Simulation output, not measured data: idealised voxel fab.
process module | voxel capacitor over wiring
cross-section cut | 280 nm wide | cells 5 nm
A cross-section is a grid of square cells, given in bands from the top down. A band is one or more rows of cells.
Each band's line starts with the height of the band's top and of its bottom, in nm. Then come its materials from left to right, each with its width in nm. One material with "throughout" fills the band from edge to edge. "air" is empty space.
Height 0 is the level under which the wafer as received is all one material. The lowest band goes on downwards, as in "0 down".
A width such as "30 to 40" changes by the same amount from each row of cells to the next, from the band's top row to its bottom row.
"no change" after a step means that no cell of the cross-section changed.
closed voids: empty space of 8 cells or more with no open way to the top, each as width x height at its distance from the left edge, in nm
after a step's settings: what the simulator itself notes on the step
overlay nm, on a step with a mask: how far to the right of its planned place the mask lay; to the left if negative
plan
1 op RECEIVE | material Si
2 op CONFORMAL_DEP | material SiO2 | thk nm 15
3 op DIRECTIONAL_DEP | material TiN | thk nm 5
4 op DIRECTIONAL_DEP | material W | thk nm 20
5 op DIRECTIONAL_DEP | material aC | thk nm 10
6 op PATTERN | tone cover | mask id METAL_1 | material resist | width nm 30 | pitch nm 100 | thk nm 30 | overlay nm 0
7 op DIRECTIONAL_ETCH | etch materials aC | depth nm 10
8 op STRIP | etch materials resist
9 op DIRECTIONAL_ETCH | etch materials W | depth nm 20
10 op DIRECTIONAL_ETCH | etch materials TiN | depth nm 5
11 op STRIP | etch materials aC
12 op FILL_DEP | material SiO2 | thk nm 5
13 op CMP | height nm 30
14 op CONFORMAL_DEP | material SiCN | thk nm 5
15 op DIRECTIONAL_DEP | material SiO2 | thk nm 20
16 op PATTERN | tone open | mask id PLUG_1 | material resist | width nm 15 | thk nm 15 | overlay nm 0
17 op DIRECTIONAL_ETCH | etch materials SiO2 | depth nm 20
18 op DIRECTIONAL_ETCH | etch materials SiCN | depth nm 5
19 op STRIP | etch materials resist
20 op CONFORMAL_DEP | material TiN | thk nm 5
21 op FILL_DEP | material Cu | thk nm 5
22 op CMP | height nm 65
23 op DIRECTIONAL_DEP | material TiN | thk nm 10
24 op DIRECTIONAL_DEP | material HfO2 | thk nm 5
25 op DIRECTIONAL_DEP | material TiN | thk nm 5
26 op DIRECTIONAL_DEP | material aC | thk nm 15
27 op PATTERN | tone cover | mask id UPPER_PLATE | material resist | width nm 75 | thk nm 30 | overlay nm 0
28 op DIRECTIONAL_ETCH | etch materials aC | depth nm 15
29 op STRIP | etch materials resist
30 op DIRECTIONAL_ETCH | etch materials TiN | depth nm 5
31 op DIRECTIONAL_ETCH | etch materials HfO2 | depth nm 5
32 op STRIP | etch materials aC
33 op MASKED_ETCH | tone cover | mask id LOWER_PLATE | width nm 85 | etch materials TiN | depth nm 10 | overlay nm 0
34 op FILL_DEP | material SiO2 | thk nm 20
35 op CMP | height nm 100
36 op DIRECTIONAL_DEP | material aC | thk nm 15
37 op PATTERN | tone open | mask id PLUG_2 | material resist | width nm 15 | thk nm 35 | overlay nm 0
38 op DIRECTIONAL_ETCH | etch materials aC | depth nm 15
39 op STRIP | etch materials resist
40 op DIRECTIONAL_ETCH | etch materials SiO2 | depth nm 15
41 op STRIP | etch materials aC
42 op CONFORMAL_DEP | material TiN | thk nm 5
43 op FILL_DEP | material Ru | thk nm 10
44 op CMP | height nm 100
45 op CONFORMAL_DEP | material SiCN | thk nm 5
varied across the wafers: height nm of step 13. The plan shows the first wafer's value. All wafers start alike
first wafer as received, after step 1
  0 down: Si throughout
  closed voids: none
first wafer at the end, after step 45
  105 to 100: SiCN throughout
  100 to 90: SiO2 100 | TiN 5 | Ru 5 | TiN 5 | SiO2 165
  90 to 80: SiO2 100 to 90 | TiN 15 to 75 | SiO2 165 to 115
  80 to 75: SiO2 90 | HfO2 75 | SiO2 115
  75 to 65: SiO2 85 | TiN 85 | SiO2 110
  65 to 60: Cu throughout
  60 to 55: TiN 95 | Cu 5 | TiN 180
  55 to 35: SiO2 90 | TiN 5 | Cu 5 | TiN 5 | SiO2 175
  35 to 30: SiCN 90 | TiN 15 | SiCN 175
  30 to 20: SiO2 75 | W 30 | SiO2 70 | W 30 | SiO2 75
  20 to 15: SiO2 75 | TiN 30 | SiO2 70 | TiN 30 | SiO2 75
  15 to 0: SiO2 throughout
  0 down: Si throughout
  closed voids: none
last wafer at the end
  105 to 100: SiCN throughout
  100 to 90: SiO2 100 | TiN 5 | Ru 5 | TiN 5 | SiO2 165
  90 to 80: SiO2 100 to 90 | TiN 15 to 75 | SiO2 165 to 115
  80 to 75: SiO2 90 | HfO2 75 | SiO2 115
  75 to 65: SiO2 85 | TiN 85 | SiO2 110
  65 to 50: SiO2 90 | TiN 5 | Cu 5 | TiN 5 | SiO2 175
  50 to 45: SiCN 90 | TiN 15 | SiCN 175
  45 to 40: SiO2 throughout
  40 to 20: SiO2 75 | W 30 | SiO2 70 | W 30 | SiO2 75
  20 to 15: SiO2 75 | TiN 30 | SiO2 70 | TiN 30 | SiO2 75
  15 to 0: SiO2 throughout
  0 down: Si throughout
  closed voids: none
each wafer at the end: cells of each material gained (+) or lost (-) since it was received, then its closed voids
height nm 30 | +61 Cu | +15 HfO2 | +2 Ru | +109 SiCN | +831 SiO2 | +134 TiN | +24 W | closed voids: none
height nm 35 | +5 Cu | +15 HfO2 | +2 Ru | +109 SiCN | +875 SiO2 | +134 TiN | +36 W | closed voids: none
height nm 40 | +4 Cu | +15 HfO2 | +2 Ru | +109 SiCN | +919 SiO2 | +79 TiN | +48 W | closed voids: none
height nm 45 | +3 Cu | +15 HfO2 | +2 Ru | +109 SiCN | +922 SiO2 | +77 TiN | +48 W | closed voids: none
